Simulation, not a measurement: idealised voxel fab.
voxel gate over fins: a process module
Cross-section cut spans 240 nm and uses square cells 5 nm in size.
Notation: cross-section as square-cell grid; stated in bands, top first, going down; one or more cell rows per band. Top height, bottom height, nm. Materials left to right, width each, nm. Single material + "throughout" = fills band edge to edge. "air" = empty. Height is counted from the level 0, under which the received wafer is composed throughout of one material. The lowest of the bands is not closed at the bottom but continues downward, in the notation "0 -> down". With a width like "30..40", each row of cells in the band differs from the next by the same amount, the top row carrying the first number and the bottom row the second. For the purposes of this document, the phrase "stayed the same" attached to a step denotes that no cell within the cross-section was modified by that step. Listed in "Enclosed internal cavities": every empty space of 8 or more cells without an open way to the top. Form: width x height at distance, the distance being from the left edge, all in nm. If you see something after the settings on a step's line, that's the simulator's own remark about that step. overlay nm: step with mask; distance mask lay right of planned place; negative value = left of planned place. Pairs follow: section before one process step, section after it down to the lowest changed band, step with settings underneath. Pairs may come from different runs of this module on the same starting wafer; continuity with the pair above only as stated in the "Incoming profile" entry.

-- Incoming profile
  0 -> down = Si throughout
  Enclosed internal cavities: none

-- Post-Step Section View
  5 -> 0 = SiN throughout
  Rest of section, below 0: as before.
  Enclosed internal cavities: none
Step taken after the before cross-section and before the after cross-section above: CONFORMAL_DEP with material SiN, thk nm 5

Incoming profile: it's just the after picture from the pair right above this one.

-- Post-Step Section View
  15 -> 5 = aC throughout
  Rest of section, below 5: as before.
  Enclosed internal cavities: none
Step taken after the before cross-section and before the after cross-section above: DIRECTIONAL_DEP with material aC, thk nm 10

Incoming profile: it's just the after picture from the pair right above this one.

-- Post-Step Section View
  45 -> 15 = air 60 | resist 15 | air 20 | resist 15 | air 20 | resist 15 | air 20 | resist 15 | air 60
  Rest of section, below 15: as before.
  Enclosed internal cavities: none
Step taken after the before cross-section and before the after cross-section above: PATTERN with tone cover, mask id FINS, material resist, width nm 15, pitch nm 35, thk nm 30, overlay nm 0

Incoming profile: it's just the after picture from the pair right above this one.

-- Post-Step Section View
  35 -> 15 = air 60 | resist 15 | air 20 | resist 15 | air 20 | resist 15 | air 20 | resist 15 | air 60
  15 -> 5 = air 60 | aC 15 | air 20 | aC 15 | air 20 | aC 15 | air 20 | aC 15 | air 60
  Rest of section, below 5: as before.
  Enclosed internal cavities: none
Step taken after the before cross-section and before the after cross-section above: DIRECTIONAL_ETCH with etch materials aC, depth nm 10

Incoming profile: it's just the after picture from the pair right above this one.

-- Post-Step Section View
  15 -> 5 = air 60 | aC 15 | air 20 | aC 15 | air 20 | aC 15 | air 20 | aC 15 | air 60
  Rest of section, below 5: as before.
  Enclosed internal cavities: none
Step taken after the before cross-section and before the after cross-section above: STRIP with etch materials resist

Incoming profile: it's just the after picture from the pair right above this one.

-- Post-Step Section View
  15 -> 5 = air 60 | aC 15 | air 20 | aC 15 | air 20 | aC 15 | air 20 | aC 15 | air 60
  5 -> 0 = air 60 | SiN 15 | air 20 | SiN 15 | air 20 | SiN 15 | air 20 | SiN 15 | air 60
  Rest of section, below 0: as before.
  Enclosed internal cavities: none
Step taken after the before cross-section and before the after cross-section above: DIRECTIONAL_ETCH with etch materials SiN, depth nm 5

Incoming profile: it's just the after picture from the pair right above this one.

-- Post-Step Section View
  15 -> 5 = air 60 | aC 15 | air 20 | aC 15 | air 20 | aC 15 | air 20 | aC 15 | air 60
  5 -> 0 = air 60 | SiN 15 | air 20 | SiN 15 | air 20 | SiN 15 | air 20 | SiN 15 | air 60
  0 -> -35 = air 60 | Si 15 | air 20 | Si 15 | air 20 | Si 15 | air 20 | Si 15 | air 60
  Rest of section, below -35: as before.
  Enclosed internal cavities: none
Step taken after the before cross-section and before the after cross-section above: DIRECTIONAL_ETCH with etch materials Si, depth nm 35

Incoming profile: it's just the after picture from the pair right above this one.

-- Post-Step Section View
  5 -> 0 = air 60 | SiN 15 | air 20 | SiN 15 | air 20 | SiN 15 | air 20 | SiN 15 | air 60
  Rest of section, below 0: as before.
  Enclosed internal cavities: none
Step taken after the before cross-section and before the after cross-section above: STRIP with etch materials aC

Incoming profile: it's just the after picture from the pair right above this one.

-- Post-Step Section View
  15 -> 5 = SiO2 throughout
  5 -> 0 = SiO2 60 | SiN 15 | SiO2 20 | SiN 15 | SiO2 20 | SiN 15 | SiO2 20 | SiN 15 | SiO2 60
  0 -> -35 = SiO2 60 | Si 15 | SiO2 20 | Si 15 | SiO2 20 | Si 15 | SiO2 20 | Si 15 | SiO2 60
  Rest of section, below -35: as before.
  Enclosed internal cavities: none
Step taken after the before cross-section and before the after cross-section above: FILL_DEP with material SiO2, thk nm 10

Incoming profile: it's just the after picture from the pair right above this one.

-- Post-Step Section View
  5 -> 0 = SiO2 60 | SiN 15 | SiO2 20 | SiN 15 | SiO2 20 | SiN 15 | SiO2 20 | SiN 15 | SiO2 60
  Rest of section, below 0: as before.
  Enclosed internal cavities: none
Step taken after the before cross-section and before the after cross-section above: CMP with height nm 5

Incoming profile: it's just the after picture from the pair right above this one.

-- Post-Step Section View
  5 -> 0 = air 60 | SiN 15 | air 20 | SiN 15 | air 20 | SiN 15 | air 20 | SiN 15 | air 60
  0 -> -15 = air 60 | Si 15 | air 20 | Si 15 | air 20 | Si 15 | air 20 | Si 15 | air 60
  Rest of section, below -15: as before.
  Enclosed internal cavities: none
Step taken after the before cross-section and before the after cross-section above: SELECTIVE_ETCH with etch materials SiO2, depth nm 20

Incoming profile: it's just the after picture from the pair right above this one.

-- Post-Step Section View
  0 -> -15 = air 60 | Si 15 | air 20 | Si 15 | air 20 | Si 15 | air 20 | Si 15 | air 60
  Rest of section, below -15: as before.
  Enclosed internal cavities: none
Step taken after the before cross-section and before the after cross-section above: STRIP with etch materials SiN

Incoming profile: it's just the after picture from the pair right above this one.

-- Post-Step Section View
  5 -> 0 = air 55 | HfO2 25 | air 10 | HfO2 25 | air 10 | HfO2 25 | air 10 | HfO2 25 | air 55
  0 -> -10 = air 55 | HfO2 5 | Si 15 | HfO2 5 | air 10 | HfO2 5 | Si 15 | HfO2 5 | air 10 | HfO2 5 | Si 15 | HfO2 5 | air 10 | HfO2 5 | Si 15 | HfO2 5 | air 55
  -10 -> -15 = HfO2 60 | Si 15 | HfO2 20 | Si 15 | HfO2 20 | Si 15 | HfO2 20 | Si 15 | HfO2 60
  Rest of section, below -15: as before.
  Enclosed internal cavities: none
Step taken after the before cross-section and before the after cross-section above: CONFORMAL_DEP with material HfO2, thk nm 5

Incoming profile: it's just the after picture from the pair right above this one.

-- Post-Step Section View
  10 -> 5 = air 50 | TiN 140 | air 50
  5 -> 0 = air 50 | TiN 5 | HfO2 25 | TiN 10 | HfO2 25 | TiN 10 | HfO2 25 | TiN 10 | HfO2 25 | TiN 5 | air 50
  0 -> -5 = air 50 | TiN 5 | HfO2 5 | Si 15 | HfO2 5 | TiN 10 | HfO2 5 | Si 15 | HfO2 5 | TiN 10 | HfO2 5 | Si 15 | HfO2 5 | TiN 10 | HfO2 5 | Si 15 | HfO2 5 | TiN 5 | air 50
  -5 -> -10 = TiN 55 | HfO2 5 | Si 15 | HfO2 5 | TiN 10 | HfO2 5 | Si 15 | HfO2 5 | TiN 10 | HfO2 5 | Si 15 | HfO2 5 | TiN 10 | HfO2 5 | Si 15 | HfO2 5 | TiN 55
  Rest of section, below -10: as before.
  Enclosed internal cavities: none
Step taken after the before cross-section and before the after cross-section above: CONFORMAL_DEP with material TiN, thk nm 5

Incoming profile: it's just the after picture from the pair right above this one.

-- Post-Step Section View
  20 -> 10 = W throughout
  10 -> 5 = W 50 | TiN 140 | W 50
  5 -> 0 = W 50 | TiN 5 | HfO2 25 | TiN 10 | HfO2 25 | TiN 10 | HfO2 25 | TiN 10 | HfO2 25 | TiN 5 | W 50
  0 -> -5 = W 50 | TiN 5 | HfO2 5 | Si 15 | HfO2 5 | TiN 10 | HfO2 5 | Si 15 | HfO2 5 | TiN 10 | HfO2 5 | Si 15 | HfO2 5 | TiN 10 | HfO2 5 | Si 15 | HfO2 5 | TiN 5 | W 50
  Rest of section, below -5: as before.
  Enclosed internal cavities: none
Step taken after the before cross-section and before the after cross-section above: FILL_DEP with material W, thk nm 10

Incoming profile: it's just the after picture from the pair right above this one.

-- Post-Step Section View
  15 -> 10 = W throughout
  Rest of section, below 10: as before.
  Enclosed internal cavities: none
Step taken after the before cross-section and before the after cross-section above: CMP with height nm 15

Incoming profile: it's just the after picture from the pair right above this one.

-- Post-Step Section View
  20 -> 15 = SiCN throughout
  Rest of section, below 15: as before.
  Enclosed internal cavities: none
Step taken after the before cross-section and before the after cross-section above: CONFORMAL_DEP with material SiCN, thk nm 5

-- Incoming profile
  0 -> -15 = air 60 | Si 15 | air 20 | Si 15 | air 20 | Si 15 | air 20 | Si 15 | air 60
  -15 -> -35 = SiO2 60 | Si 15 | SiO2 20 | Si 15 | SiO2 20 | Si 15 | SiO2 20 | Si 15 | SiO2 60
  -35 -> down = Si throughout
  Enclosed internal cavities: none

-- Post-Step Section View
  5 -> 0 = air 55 | TiN 25 | air 10 | TiN 25 | air 10 | TiN 25 | air 10 | TiN 25 | air 55
  0 -> -10 = air 55 | TiN 5 | Si 15 | TiN 5 | air 10 | TiN 5 | Si 15 | TiN 5 | air 10 | TiN 5 | Si 15 | TiN 5 | air 10 | TiN 5 | Si 15 | TiN 5 | air 55
  -10 -> -15 = TiN 60 | Si 15 | TiN 20 | Si 15 | TiN 20 | Si 15 | TiN 20 | Si 15 | TiN 60
  Rest of section, below -15: as before.
  Enclosed internal cavities: none
Step taken after the before cross-section and before the after cross-section above: CONFORMAL_DEP with material TiN, thk nm 5

Incoming profile: it's just the after picture from the pair right above this one.

-- Post-Step Section View
  15 -> 5 = W throughout
  5 -> 0 = W 55 | TiN 25 | W 10 | TiN 25 | W 10 | TiN 25 | W 10 | TiN 25 | W 55
  0 -> -10 = W 55 | TiN 5 | Si 15 | TiN 5 | W 10 | TiN 5 | Si 15 | TiN 5 | W 10 | TiN 5 | Si 15 | TiN 5 | W 10 | TiN 5 | Si 15 | TiN 5 | W 55
  Rest of section, below -10: as before.
  Enclosed internal cavities: none
Step taken after the before cross-section and before the after cross-section above: FILL_DEP with material W, thk nm 10

Incoming profile: it's just the after picture from the pair right above this one.

-- Post-Step Section View
  20 -> 15 = SiCN throughout
  Rest of section, below 15: as before.
  Enclosed internal cavities: none
Step taken after the before cross-section and before the after cross-section above: CONFORMAL_DEP with material SiCN, thk nm 5

-- Incoming profile
  15 -> 5 = air 60 | aC 15 | air 20 | aC 15 | air 20 | aC 15 | air 20 | aC 15 | air 60
  5 -> 0 = air 60 | SiN 15 | air 20 | SiN 15 | air 20 | SiN 15 | air 20 | SiN 15 | air 60
  0 -> -35 = air 60 | Si 15 | air 20 | Si 15 | air 20 | Si 15 | air 20 | Si 15 | air 60
  -35 -> down = Si throughout
  Enclosed internal cavities: none

-- Post-Step Section View
  15 -> 5 = air 60 | aC 15 | air 20 | aC 15 | air 20 | aC 15 | air 20 | aC 15 | air 60
  5 -> 0 = air 60 | SiN 15 | air 20 | SiN 15 | air 20 | SiN 15 | air 20 | SiN 15 | air 60
  0 -> -70 = air 60 | Si 15 | air 20 | Si 15 | air 20 | Si 15 | air 20 | Si 15 | air 60
  Rest of section, below -70: as before.
  Enclosed internal cavities: none
Step taken after the before cross-section and before the after cross-section above: DIRECTIONAL_ETCH with etch materials Si, depth nm 35

Incoming profile: it's just the after picture from the pair right above this one.

-- Post-Step Section View
  5 -> 0 = air 60 | SiN 15 | air 20 | SiN 15 | air 20 | SiN 15 | air 20 | SiN 15 | air 60
  Rest of section, below 0: as before.
  Enclosed internal cavities: none
Step taken after the before cross-section and before the after cross-section above: STRIP with etch materials aC

Incoming profile: it's just the after picture from the pair right above this one.

-- Post-Step Section View
  15 -> 5 = SiO2 throughout
  5 -> 0 = SiO2 60 | SiN 15 | SiO2 20 | SiN 15 | SiO2 20 | SiN 15 | SiO2 20 | SiN 15 | SiO2 60
  0 -> -70 = SiO2 60 | Si 15 | SiO2 20 | Si 15 | SiO2 20 | Si 15 | SiO2 20 | Si 15 | SiO2 60
  Rest of section, below -70: as before.
  Enclosed internal cavities: none
Step taken after the before cross-section and before the after cross-section above: FILL_DEP with material SiO2, thk nm 10

Incoming profile: it's just the after picture from the pair right above this one.

-- Post-Step Section View
  5 -> 0 = SiO2 60 | SiN 15 | SiO2 20 | SiN 15 | SiO2 20 | SiN 15 | SiO2 20 | SiN 15 | SiO2 60
  Rest of section, below 0: as before.
  Enclosed internal cavities: none
Step taken after the before cross-section and before the after cross-section above: CMP with height nm 5

Incoming profile: it's just the after picture from the pair right above this one.

-- Post-Step Section View
  5 -> 0 = air 60 | SiN 15 | air 20 | SiN 15 | air 20 | SiN 15 | air 20 | SiN 15 | air 60
  0 -> -15 = air 60 | Si 15 | air 20 | Si 15 | air 20 | Si 15 | air 20 | Si 15 | air 60
  Rest of section, below -15: as before.
  Enclosed internal cavities: none
Step taken after the before cross-section and before the after cross-section above: SELECTIVE_ETCH with etch materials SiO2, depth nm 20

Incoming profile: it's just the after picture from the pair right above this one.

-- Post-Step Section View
  0 -> -15 = air 60 | Si 15 | air 20 | Si 15 | air 20 | Si 15 | air 20 | Si 15 | air 60
  Rest of section, below -15: as before.
  Enclosed internal cavities: none
Step taken after the before cross-section and before the after cross-section above: STRIP with etch materials SiN

Incoming profile: it's just the after picture from the pair right above this one.

-- Post-Step Section View
  5 -> 0 = air 55 | HfO2 25 | air 10 | HfO2 25 | air 10 | HfO2 25 | air 10 | HfO2 25 | air 55
  0 -> -10 = air 55 | HfO2 5 | Si 15 | HfO2 5 | air 10 | HfO2 5 | Si 15 | HfO2 5 | air 10 | HfO2 5 | Si 15 | HfO2 5 | air 10 | HfO2 5 | Si 15 | HfO2 5 | air 55
  -10 -> -15 = HfO2 60 | Si 15 | HfO2 20 | Si 15 | HfO2 20 | Si 15 | HfO2 20 | Si 15 | HfO2 60
  Rest of section, below -15: as before.
  Enclosed internal cavities: none
Step taken after the before cross-section and before the after cross-section above: CONFORMAL_DEP with material HfO2, thk nm 5

Incoming profile: it's just the after picture from the pair right above this one.

-- Post-Step Section View
  10 -> 5 = air 50 | TiN 140 | air 50
  5 -> 0 = air 50 | TiN 5 | HfO2 25 | TiN 10 | HfO2 25 | TiN 10 | HfO2 25 | TiN 10 | HfO2 25 | TiN 5 | air 50
  0 -> -5 = air 50 | TiN 5 | HfO2 5 | Si 15 | HfO2 5 | TiN 10 | HfO2 5 | Si 15 | HfO2 5 | TiN 10 | HfO2 5 | Si 15 | HfO2 5 | TiN 10 | HfO2 5 | Si 15 | HfO2 5 | TiN 5 | air 50
  -5 -> -10 = TiN 55 | HfO2 5 | Si 15 | HfO2 5 | TiN 10 | HfO2 5 | Si 15 | HfO2 5 | TiN 10 | HfO2 5 | Si 15 | HfO2 5 | TiN 10 | HfO2 5 | Si 15 | HfO2 5 | TiN 55
  Rest of section, below -10: as before.
  Enclosed internal cavities: none
Step taken after the before cross-section and before the after cross-section above: CONFORMAL_DEP with material TiN, thk nm 5

Incoming profile: it's just the after picture from the pair right above this one.

-- Post-Step Section View
  20 -> 10 = W throughout
  10 -> 5 = W 50 | TiN 140 | W 50
  5 -> 0 = W 50 | TiN 5 | HfO2 25 | TiN 10 | HfO2 25 | TiN 10 | HfO2 25 | TiN 10 | HfO2 25 | TiN 5 | W 50
  0 -> -5 = W 50 | TiN 5 | HfO2 5 | Si 15 | HfO2 5 | TiN 10 | HfO2 5 | Si 15 | HfO2 5 | TiN 10 | HfO2 5 | Si 15 | HfO2 5 | TiN 10 | HfO2 5 | Si 15 | HfO2 5 | TiN 5 | W 50
  Rest of section, below -5: as before.
  Enclosed internal cavities: none
Step taken after the before cross-section and before the after cross-section above: FILL_DEP with material W, thk nm 10

Incoming profile: it's just the after picture from the pair right above this one.

-- Post-Step Section View
  15 -> 10 = W throughout
  Rest of section, below 10: as before.
  Enclosed internal cavities: none
Step taken after the before cross-section and before the after cross-section above: CMP with height nm 15

Incoming profile: it's just the after picture from the pair right above this one.

-- Post-Step Section View
  20 -> 15 = SiCN throughout
  Rest of section, below 15: as before.
  Enclosed internal cavities: none
Step taken after the before cross-section and before the after cross-section above: CONFORMAL_DEP with material SiCN, thk nm 5

-- Incoming profile
  5 -> 0 = SiO2 60 | SiN 15 | SiO2 20 | SiN 15 | SiO2 20 | SiN 15 | SiO2 20 | SiN 15 | SiO2 60
  0 -> -35 = SiO2 60 | Si 15 | SiO2 20 | Si 15 | SiO2 20 | Si 15 | SiO2 20 | Si 15 | SiO2 60
  -35 -> down = Si throughout
  Enclosed internal cavities: none

-- Post-Step Section View
  5 -> 0 = SiO2 60 | air 15 | SiO2 20 | air 15 | SiO2 20 | air 15 | SiO2 20 | air 15 | SiO2 60
  Rest of section, below 0: as before.
  Enclosed internal cavities: none
Step taken after the before cross-section and before the after cross-section above: STRIP with etch materials SiN

Incoming profile: it's just the after picture from the pair right above this one.

-- Post-Step Section View
  0 -> -15 = air 60 | Si 15 | air 20 | Si 15 | air 20 | Si 15 | air 20 | Si 15 | air 60
  -15 -> -20 = SiO2 40 | air 20 | Si 15 | air 20 | Si 15 | air 20 | Si 15 | air 20 | Si 15 | air 20 | SiO2 40
  Rest of section, below -20: as before.
  Enclosed internal cavities: none
Step taken after the before cross-section and before the after cross-section above: SELECTIVE_ETCH with etch materials SiO2, depth nm 20

Incoming profile: it's just the after picture from the pair right above this one.

-- Post-Step Section View
  5 -> 0 = air 55 | HfO2 25 | air 10 | HfO2 25 | air 10 | HfO2 25 | air 10 | HfO2 25 | air 55
  0 -> -10 = air 55 | HfO2 5 | Si 15 | HfO2 5 | air 10 | HfO2 5 | Si 15 | HfO2 5 | air 10 | HfO2 5 | Si 15 | HfO2 5 | air 10 | HfO2 5 | Si 15 | HfO2 5 | air 55
  -10 -> -15 = HfO2 45 | air 10 | HfO2 5 | Si 15 | HfO2 5 | air 10 | HfO2 5 | Si 15 | HfO2 5 | air 10 | HfO2 5 | Si 15 | HfO2 5 | air 10 | HfO2 5 | Si 15 | HfO2 5 | air 10 | HfO2 45
  -15 -> -20 = SiO2 40 | HfO2 20 | Si 15 | HfO2 20 | Si 15 | HfO2 20 | Si 15 | HfO2 20 | Si 15 | HfO2 20 | SiO2 40
  Rest of section, below -20: as before.
  Enclosed internal cavities: none
Step taken after the before cross-section and before the after cross-section above: CONFORMAL_DEP with material HfO2, thk nm 5

Incoming profile: it's just the after picture from the pair right above this one.

-- Post-Step Section View
  10 -> 5 = air 50 | TiN 140 | air 50
  5 -> 0 = air 50 | TiN 5 | HfO2 25 | TiN 10 | HfO2 25 | TiN 10 | HfO2 25 | TiN 10 | HfO2 25 | TiN 5 | air 50
  0 -> -5 = air 50 | TiN 5 | HfO2 5 | Si 15 | HfO2 5 | TiN 10 | HfO2 5 | Si 15 | HfO2 5 | TiN 10 | HfO2 5 | Si 15 | HfO2 5 | TiN 10 | HfO2 5 | Si 15 | HfO2 5 | TiN 5 | air 50
  -5 -> -10 = TiN 55 | HfO2 5 | Si 15 | HfO2 5 | TiN 10 | HfO2 5 | Si 15 | HfO2 5 | TiN 10 | HfO2 5 | Si 15 | HfO2 5 | TiN 10 | HfO2 5 | Si 15 | HfO2 5 | TiN 55
  -10 -> -15 = HfO2 45 | TiN 10 | HfO2 5 | Si 15 | HfO2 5 | TiN 10 | HfO2 5 | Si 15 | HfO2 5 | TiN 10 | HfO2 5 | Si 15 | HfO2 5 | TiN 10 | HfO2 5 | Si 15 | HfO2 5 | TiN 10 | HfO2 45
  Rest of section, below -15: as before.
  Enclosed internal cavities: none
Step taken after the before cross-section and before the after cross-section above: CONFORMAL_DEP with material TiN, thk nm 5

Incoming profile: it's just the after picture from the pair right above this one.

-- Post-Step Section View
  20 -> 10 = W throughout
  10 -> 5 = W 50 | TiN 140 | W 50
  5 -> 0 = W 50 | TiN 5 | HfO2 25 | TiN 10 | HfO2 25 | TiN 10 | HfO2 25 | TiN 10 | HfO2 25 | TiN 5 | W 50
  0 -> -5 = W 50 | TiN 5 | HfO2 5 | Si 15 | HfO2 5 | TiN 10 | HfO2 5 | Si 15 | HfO2 5 | TiN 10 | HfO2 5 | Si 15 | HfO2 5 | TiN 10 | HfO2 5 | Si 15 | HfO2 5 | TiN 5 | W 50
  Rest of section, below -5: as before.
  Enclosed internal cavities: none
Step taken after the before cross-section and before the after cross-section above: FILL_DEP with material W, thk nm 10

Incoming profile: it's just the after picture from the pair right above this one.

-- Post-Step Section View
  15 -> 10 = W throughout
  Rest of section, below 10: as before.
  Enclosed internal cavities: none
Step taken after the before cross-section and before the after cross-section above: CMP with height nm 15

Incoming profile: it's just the after picture from the pair right above this one.

-- Post-Step Section View
  20 -> 15 = SiCN throughout
  Rest of section, below 15: as before.
  Enclosed internal cavities: none
Step taken after the before cross-section and before the after cross-section above: CONFORMAL_DEP with material SiCN, thk nm 5

-- Incoming profile
  20 -> 10 = W throughout
  10 -> 5 = W 50 | TiN 140 | W 50
  5 -> 0 = W 50 | TiN 5 | HfO2 25 | TiN 10 | HfO2 25 | TiN 10 | HfO2 25 | TiN 10 | HfO2 25 | TiN 5 | W 50
  0 -> -5 = W 50 | TiN 5 | HfO2 5 | Si 15 | HfO2 5 | TiN 10 | HfO2 5 | Si 15 | HfO2 5 | TiN 10 | HfO2 5 | Si 15 | HfO2 5 | TiN 10 | HfO2 5 | Si 15 | HfO2 5 | TiN 5 | W 50
  -5 -> -10 = TiN 55 | HfO2 5 | Si 15 | HfO2 5 | TiN 10 | HfO2 5 | Si 15 | HfO2 5 | TiN 10 | HfO2 5 | Si 15 | HfO2 5 | TiN 10 | HfO2 5 | Si 15 | HfO2 5 | TiN 55
  -10 -> -15 = HfO2 60 | Si 15 | HfO2 20 | Si 15 | HfO2 20 | Si 15 | HfO2 20 | Si 15 | HfO2 60
  -15 -> -35 = SiO2 60 | Si 15 | SiO2 20 | Si 15 | SiO2 20 | Si 15 | SiO2 20 | Si 15 | SiO2 60
  -35 -> down = Si throughout
  Enclosed internal cavities: none

-- Post-Step Section View
  5 -> 0 = W 50 | TiN 5 | HfO2 25 | TiN 10 | HfO2 25 | TiN 10 | HfO2 25 | TiN 10 | HfO2 25 | TiN 5 | W 50
  Rest of section, below 0: as before.
  Enclosed internal cavities: none
Step taken after the before cross-section and before the after cross-section above: CMP with height nm 5

Incoming profile: it's just the after picture from the pair right above this one.

-- Post-Step Section View
  10 -> 5 = SiCN throughout
  Rest of section, below 5: as before.
  Enclosed internal cavities: none
Step taken after the before cross-section and before the after cross-section above: CONFORMAL_DEP with material SiCN, thk nm 5

-- Incoming profile
  15 -> 5 = aC throughout
  5 -> 0 = SiN throughout
  0 -> down = Si throughout
  Enclosed internal cavities: none

-- Post-Step Section View
  45 -> 15 = air 60 | resist 20 | air 15 | resist 20 | air 15 | resist 20 | air 15 | resist 20 | air 55
  Rest of section, below 15: as before.
  Enclosed internal cavities: none
Step taken after the before cross-section and before the after cross-section above: PATTERN with tone cover, mask id FINS, material resist, width nm 20, pitch nm 35, thk nm 30, overlay nm 0

Incoming profile: it's just the after picture from the pair right above this one.

-- Post-Step Section View
  35 -> 15 = air 60 | resist 20 | air 15 | resist 20 | air 15 | resist 20 | air 15 | resist 20 | air 55
  15 -> 5 = air 60 | aC 20 | air 15 | aC 20 | air 15 | aC 20 | air 15 | aC 20 | air 55
  Rest of section, below 5: as before.
  Enclosed internal cavities: none
Step taken after the before cross-section and before the after cross-section above: DIRECTIONAL_ETCH with etch materials aC, depth nm 10

Incoming profile: it's just the after picture from the pair right above this one.

-- Post-Step Section View
  15 -> 5 = air 60 | aC 20 | air 15 | aC 20 | air 15 | aC 20 | air 15 | aC 20 | air 55
  Rest of section, below 5: as before.
  Enclosed internal cavities: none
Step taken after the before cross-section and before the after cross-section above: STRIP with etch materials resist

Incoming profile: it's just the after picture from the pair right above this one.

-- Post-Step Section View
  15 -> 5 = air 60 | aC 20 | air 15 | aC 20 | air 15 | aC 20 | air 15 | aC 20 | air 55
  5 -> 0 = air 60 | SiN 20 | air 15 | SiN 20 | air 15 | SiN 20 | air 15 | SiN 20 | air 55
  Rest of section, below 0: as before.
  Enclosed internal cavities: none
Step taken after the before cross-section and before the after cross-section above: DIRECTIONAL_ETCH with etch materials SiN, depth nm 5

Incoming profile: it's just the after picture from the pair right above this one.

-- Post-Step Section View
  15 -> 5 = air 60 | aC 20 | air 15 | aC 20 | air 15 | aC 20 | air 15 | aC 20 | air 55
  5 -> 0 = air 60 | SiN 20 | air 15 | SiN 20 | air 15 | SiN 20 | air 15 | SiN 20 | air 55
  0 -> -35 = air 60 | Si 20 | air 15 | Si 20 | air 15 | Si 20 | air 15 | Si 20 | air 55
  Rest of section, below -35: as before.
  Enclosed internal cavities: none
Step taken after the before cross-section and before the after cross-section above: DIRECTIONAL_ETCH with etch materials Si, depth nm 35

Incoming profile: it's just the after picture from the pair right above this one.

-- Post-Step Section View
  5 -> 0 = air 60 | SiN 20 | air 15 | SiN 20 | air 15 | SiN 20 | air 15 | SiN 20 | air 55
  Rest of section, below 0: as before.
  Enclosed internal cavities: none
Step taken after the before cross-section and before the after cross-section above: STRIP with etch materials aC

Incoming profile: it's just the after picture from the pair right above this one.

-- Post-Step Section View
  15 -> 5 = SiO2 throughout
  5 -> 0 = SiO2 60 | SiN 20 | SiO2 15 | SiN 20 | SiO2 15 | SiN 20 | SiO2 15 | SiN 20 | SiO2 55
  0 -> -35 = SiO2 60 | Si 20 | SiO2 15 | Si 20 | SiO2 15 | Si 20 | SiO2 15 | Si 20 | SiO2 55
  Rest of section, below -35: as before.
  Enclosed internal cavities: none
Step taken after the before cross-section and before the after cross-section above: FILL_DEP with material SiO2, thk nm 10

Incoming profile: it's just the after picture from the pair right above this one.

-- Post-Step Section View
  5 -> 0 = SiO2 60 | SiN 20 | SiO2 15 | SiN 20 | SiO2 15 | SiN 20 | SiO2 15 | SiN 20 | SiO2 55
  Rest of section, below 0: as before.
  Enclosed internal cavities: none
Step taken after the before cross-section and before the after cross-section above: CMP with height nm 5

Incoming profile: it's just the after picture from the pair right above this one.

-- Post-Step Section View
  5 -> 0 = air 60 | SiN 20 | air 15 | SiN 20 | air 15 | SiN 20 | air 15 | SiN 20 | air 55
  0 -> -15 = air 60 | Si 20 | air 15 | Si 20 | air 15 | Si 20 | air 15 | Si 20 | air 55
  Rest of section, below -15: as before.
  Enclosed internal cavities: none
Step taken after the before cross-section and before the after cross-section above: SELECTIVE_ETCH with etch materials SiO2, depth nm 20

Incoming profile: it's just the after picture from the pair right above this one.

-- Post-Step Section View
  0 -> -15 = air 60 | Si 20 | air 15 | Si 20 | air 15 | Si 20 | air 15 | Si 20 | air 55
  Rest of section, below -15: as before.
  Enclosed internal cavities: none
Step taken after the before cross-section and before the after cross-section above: STRIP with etch materials SiN

Incoming profile: it's just the after picture from the pair right above this one.

-- Post-Step Section View
  5 -> 0 = air 55 | HfO2 30 | air 5 | HfO2 30 | air 5 | HfO2 30 | air 5 | HfO2 30 | air 50
  0 -> -10 = air 55 | HfO2 5 | Si 20 | HfO2 5 | air 5 | HfO2 5 | Si 20 | HfO2 5 | air 5 | HfO2 5 | Si 20 | HfO2 5 | air 5 | HfO2 5 | Si 20 | HfO2 5 | air 50
  -10 -> -15 = HfO2 60 | Si 20 | HfO2 15 | Si 20 | HfO2 15 | Si 20 | HfO2 15 | Si 20 | HfO2 55
  Rest of section, below -15: as before.
  Enclosed internal cavities: none
Step taken after the before cross-section and before the after cross-section above: CONFORMAL_DEP with material HfO2, thk nm 5

Incoming profile: it's just the after picture from the pair right above this one.

-- Post-Step Section View
  10 -> 5 = air 50 | TiN 145 | air 45
  5 -> 0 = air 50 | TiN 5 | HfO2 30 | TiN 5 | HfO2 30 | TiN 5 | HfO2 30 | TiN 5 | HfO2 30 | TiN 5 | air 45
  0 -> -5 = air 50 | TiN 5 | HfO2 5 | Si 20 | HfO2 5 | TiN 5 | HfO2 5 | Si 20 | HfO2 5 | TiN 5 | HfO2 5 | Si 20 | HfO2 5 | TiN 5 | HfO2 5 | Si 20 | HfO2 5 | TiN 5 | air 45
  -5 -> -10 = TiN 55 | HfO2 5 | Si 20 | HfO2 5 | TiN 5 | HfO2 5 | Si 20 | HfO2 5 | TiN 5 | HfO2 5 | Si 20 | HfO2 5 | TiN 5 | HfO2 5 | Si 20 | HfO2 5 | TiN 50
  Rest of section, below -10: as before.
  Enclosed internal cavities: none
Step taken after the before cross-section and before the after cross-section above: CONFORMAL_DEP with material TiN, thk nm 5

Incoming profile: it's just the after picture from the pair right above this one.

-- Post-Step Section View
  20 -> 10 = W throughout
  10 -> 5 = W 50 | TiN 145 | W 45
  5 -> 0 = W 50 | TiN 5 | HfO2 30 | TiN 5 | HfO2 30 | TiN 5 | HfO2 30 | TiN 5 | HfO2 30 | TiN 5 | W 45
  0 -> -5 = W 50 | TiN 5 | HfO2 5 | Si 20 | HfO2 5 | TiN 5 | HfO2 5 | Si 20 | HfO2 5 | TiN 5 | HfO2 5 | Si 20 | HfO2 5 | TiN 5 | HfO2 5 | Si 20 | HfO2 5 | TiN 5 | W 45
  Rest of section, below -5: as before.
  Enclosed internal cavities: none
Step taken after the before cross-section and before the after cross-section above: FILL_DEP with material W, thk nm 10

Incoming profile: it's just the after picture from the pair right above this one.

-- Post-Step Section View
  15 -> 10 = W throughout
  Rest of section, below 10: as before.
  Enclosed internal cavities: none
Step taken after the before cross-section and before the after cross-section above: CMP with height nm 15

Incoming profile: it's just the after picture from the pair right above this one.

-- Post-Step Section View
  20 -> 15 = SiCN throughout
  Rest of section, below 15: as before.
  Enclosed internal cavities: none
Step taken after the before cross-section and before the after cross-section above: CONFORMAL_DEP with material SiCN, thk nm 5

-- Incoming profile
  15 -> 5 = aC throughout
  5 -> 0 = SiN throughout
  0 -> down = Si throughout
  Enclosed internal cavities: none

-- Post-Step Section View
  45 -> 15 = air 55 | resist 15 | air 20 | resist 15 | air 20 | resist 15 | air 20 | resist 15 | air 65
  Rest of section, below 15: as before.
  Enclosed internal cavities: none
Step taken after the before cross-section and before the after cross-section above: PATTERN with tone cover, mask id FINS, material resist, width nm 15, pitch nm 35, thk nm 30, overlay nm -5
